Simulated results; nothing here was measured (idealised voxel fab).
The document below concerns the process module designated voxel self aligned contacts.
Xsec cut, 200 nm wide, square cell size 5 nm.
Throughout this document, each cross-section is represented as a grid of square cells and is presented as a sequence of bands enumerated from the top downward, where a band comprises one or more rows of cells. The band entry comprises the height of the band's top followed by the height of its bottom, expressed in nm, and subsequently the band's materials from left to right, each stated together with its width in nm. Where a single material is marked with the word "edge to edge", that material fills the band from edge to edge. The word "empty" represents empty space. Basically, 0 is our baseline, since under it the wafer straight out of the box is all one material. The bottom band has no lower end and keeps on going down, so it looks like "0..down". The notation "30 to 40" denotes a width that varies across the rows of cells in the band, beginning at the first number in the top row, finishing at the second number in the bottom row, and changing by an identical amount from each row to the next. "all unchanged" -> step changed no cross-section cell. Each empty space that has no open way to the top and spans at least 8 cells appears under "Enclosed void entries" as width x height at distance, the distance counted from the left edge, all in nm. Step line, after settings: the simulator's comment on this step. Regarding "overlay nm": on a step with a mask, it is the distance the mask lay to the right of its planned place; a negative value places it to the left.
The following list gives the planned process steps
| 1 | RECEIVE with material Si |
| 2 | OXIDIZE with depth nm 5 |
| 3 | DIRECTIONAL_DEP with material polySi, thk nm 30 |
| 4 | DIRECTIONAL_DEP with material SiN, thk nm 20 |
| 5 | MASKED_ETCH with tone cover, mask id GATE, width nm 30, pitch nm 65, etch materials SiN, depth nm 20, overlay nm 0 |
| 6 | MASKED_ETCH with tone cover, mask id GATE, width nm 30, pitch nm 65, etch materials polySi, depth nm 30, overlay nm 0 |
| 7 | CONFORMAL_DEP with material SiN, thk nm 10 |
| 8 | DIRECTIONAL_ETCH with etch materials SiN, depth nm 10 |
| 9 | FILL_DEP with material SiO2, thk nm 20 |
| 10 | CMP with height nm 60 |
| 11 | PATTERN with tone open, mask id CONTACT, material resist, width nm 45, thk nm 20, overlay nm 0 |
| 12 | DIRECTIONAL_ETCH with etch materials SiO2, depth nm 65 |
| 13 | STRIP with etch materials resist |
| 14 | CONFORMAL_DEP with material TiN, thk nm 5 |
| 15 | FILL_DEP with material W, thk nm 10 |
| 16 | CMP with height nm 60 |
| 17 | CONFORMAL_DEP with material SiN, thk nm 5 |
Wafer at receipt (post step 1), cross-section
* 0..down  Si edge to edge
* Enclosed void entries: none
Cross-section, end of module. Start: as above. Plan: as above. Execution: one mistake
* 80..75  SiN edge to edge
* 75..65  W edge to edge
* 65..60  TiN: 80, then W: 35, then TiN: 85
* 60..50  SiO2: 75, then TiN: 5 to 20, then W: 35 to 5, then TiN: 5 to 20, then SiO2: 80
* 50..30  SiO2: 40, then SiN: 50, then TiN: 5, then W: 5, then TiN: 5, then SiN: 50, then SiO2: 45
* 30..0  SiO2: 40, then SiN: 10, then polySi: 30, then SiN: 10, then TiN: 5, then W: 5, then TiN: 5, then SiN: 10, then polySi: 30, then SiN: 10, then SiO2: 45
* 0..-5  SiO2: 90, then TiN: 15, then SiO2: 95
* -5..down  Si edge to edge
* Enclosed void entries: none
The mistake made against the process plan was this: with respect to the plan, step 16 was omitted and not executed
